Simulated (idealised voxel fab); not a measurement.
process module | voxel released beams
cross-section cut | 290 nm wide | cells 5 nm
A cross-section is a grid of square cells, given in bands from the top down. A band is one or more rows of cells.
Each band's line starts with the height of the band's top and of its bottom, in nm. Then come its materials from left to right, each with its width in nm. One material with "throughout" fills the band from edge to edge. "air" is empty space.
Height 0 is the level under which the wafer as received is all one material. The lowest band goes on downwards, as in "0 down".
A width such as "30 to 40" changes by the same amount from each row of cells to the next, from the band's top row to its bottom row.
"no change" after a step means that no cell of the cross-section changed.
closed voids: empty space of 8 cells or more with no open way to the top, each as width x height at its distance from the left edge, in nm
after a step's settings: what the simulator itself notes on the step
overlay nm, on a step with a mask: how far to the right of its planned place the mask lay; to the left if negative
plan
1 op RECEIVE | material Si
2 op CONFORMAL_DEP | material SiN | thk nm 10
3 op DIRECTIONAL_DEP | material SiO2 | thk nm 10
4 op MASKED_ETCH | tone open | mask id ANCHOR | width nm 45 | etch materials SiO2 | depth nm 10 | overlay nm 0
5 op CONFORMAL_DEP | material polySi | thk nm 15
6 op MASKED_ETCH | tone cover | mask id BEAM | width nm 90 | etch materials polySi | depth nm 15 | overlay nm 0
7 op STRIP | etch materials SiO2
as received, after step 1
  0 down: Si throughout
  closed voids: none
first wafer at the end, as planned
  35 to 25: air 95 | polySi 20 | air 15 | polySi 55 | air 105
  25 to 20: air 95 | polySi 90 | air 105
  20 to 10: air 100 | polySi 45 | air 145
  10 to 0: SiN throughout
  0 down: Si throughout
  closed voids: none
second wafer at the end: like start, like plan, one mistake
  35 to 25: air 95 | polySi 20 | air 15 | polySi 60 | air 100
  25 to 20: air 95 | polySi 95 | air 100
  20 to 10: air 100 | polySi 45 | air 145
  10 to 0: SiN throughout
  0 down: Si throughout
  closed voids: none
what went wrong: step 6 ran as: op MASKED_ETCH | tone cover | mask id BEAM | width nm 95 | etch materials polySi | depth nm 15 | overlay nm 0
at the end the second wafer has, in cells: 3 more of polySi
